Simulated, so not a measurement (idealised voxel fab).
Presented below is a process module, voxel gate over fins.
For reference, the cross-section in this document is cut, with width 280 nm and square cells of 5 nm.
Just so we're on the same page, the cross-sections are grids of square cells, and they're listed out in bands top to bottom, each band one or more rows deep. Look at the band entry: it leads with the top's height and the bottom's height in nm. Then it lists the materials left to right, with a width in nm for each. The word "edge to edge" on a single material says that material fills the band edge to edge. The word "blank" is empty space. Height reference: 0 = level under which incoming wafer is all one material. Lowest band: no bottom, runs on downward, e.g. "from 0 down". Think of "30..40" as a width that walks from the first number to the second as you go down the band, top row to bottom row, taking equal-sized steps from row to row. Basically "nothing changed" means that step didn't change any cell in the cross-section. Voids not open to the top, 8 cells minimum: see "Sealed internal voids". Written width x height at distance; distance is from the left edge; nm. If you see something after the settings on a step's line, that's the simulator's own remark about that step. A step line may carry the setting "overlay nm", which, for steps involving a mask, states the distance by which the mask lay to the right of its intended position; negative values denote displacement to the left.

# plan
- 1: op RECEIVE | material Si
- 2: op CONFORMAL_DEP | material SiN | thk nm 5
- 3: op MASKED_ETCH | tone cover | mask id FINS | width nm 15 | pitch nm 45 | etch materials SiN | depth nm 5 | overlay nm 0
- 4: op MASKED_ETCH | tone cover | mask id FINS | width nm 15 | pitch nm 45 | etch materials Si | depth nm 30 | overlay nm 0
- 5: op FILL_DEP | material SiO2 | thk nm 15
- 6: op CMP | height nm 5
- 7: op SELECTIVE_ETCH | etch materials SiO2 | depth nm 15
- 8: op STRIP | etch materials SiN
- 9: op CONFORMAL_DEP | material HfO2 | thk nm 5
- 10: op CONFORMAL_DEP | material TiN | thk nm 5
- 11: op FILL_DEP | material W | thk nm 10
- 12: op CMP | height nm 15
- 13: op CONFORMAL_DEP | material SiCN | thk nm 5

# Cross-section, incoming material, after step 1
	from 0 down | Si edge to edge
	Sealed internal voids: none

# First wafer of two, sectioned at end of module; run went per plan
	from 20 to 15 | SiCN edge to edge
	from 15 to 10 | W edge to edge
	from 10 to 5 | W=55; TiN=35; W=10; TiN=35; W=10; TiN=35; W=10; TiN=35; W=55
	from 5 to 0 | W=55; TiN=5; HfO2=25; TiN=5; W=10; TiN=5; HfO2=25; TiN=5; W=10; TiN=5; HfO2=25; TiN=5; W=10; TiN=5; HfO2=25; TiN=5; W=55
	from 0 to -5 | TiN=60; HfO2=5; Si=15; HfO2=5; TiN=20; HfO2=5; Si=15; HfO2=5; TiN=20; HfO2=5; Si=15; HfO2=5; TiN=20; HfO2=5; Si=15; HfO2=5; TiN=60
	from -5 to -10 | HfO2=65; Si=15; HfO2=30; Si=15; HfO2=30; Si=15; HfO2=30; Si=15; HfO2=65
	from -10 to -30 | SiO2=65; Si=15; SiO2=30; Si=15; SiO2=30; Si=15; SiO2=30; Si=15; SiO2=65
	from -30 down | Si edge to edge
	Sealed internal voids: none

# This is the second of the two wafers, cross-sectioned at the end of the module; it started exactly like the first and was given the same plan, but it was run with one mistake
	from 20 to 15 | SiCN edge to edge
	from 15 to 10 | W edge to edge
	from 10 to 5 | W=55; TiN=35; W=10; TiN=35; W=10; TiN=35; W=10; TiN=35; W=55
	from 5 to 0 | W=55; TiN=5; HfO2=25; TiN=5; W=10; TiN=5; HfO2=25; TiN=5; W=10; TiN=5; HfO2=25; TiN=5; W=10; TiN=5; HfO2=25; TiN=5; W=55
	from 0 to -15 | W=55; TiN=5; HfO2=5; Si=15; HfO2=5; TiN=5; W=10; TiN=5; HfO2=5; Si=15; HfO2=5; TiN=5; W=10; TiN=5; HfO2=5; Si=15; HfO2=5; TiN=5; W=10; TiN=5; HfO2=5; Si=15; HfO2=5; TiN=5; W=55
	from -15 to -20 | TiN=60; HfO2=5; Si=15; HfO2=5; TiN=20; HfO2=5; Si=15; HfO2=5; TiN=20; HfO2=5; Si=15; HfO2=5; TiN=20; HfO2=5; Si=15; HfO2=5; TiN=60
	from -20 to -25 | HfO2=65; Si=15; HfO2=30; Si=15; HfO2=30; Si=15; HfO2=30; Si=15; HfO2=65
	from -25 to -30 | SiO2=65; Si=15; SiO2=30; Si=15; SiO2=30; Si=15; SiO2=30; Si=15; SiO2=65
	from -30 down | Si edge to edge
	Sealed internal voids: none
Deviation from plan: step 7, plan: ran twice
Looking at both finished wafers in cells, the second ends up ahead of or behind the first on some materials: 24 more of HfO2, 132 fewer of SiO2, 24 more of TiN, 84 more of W
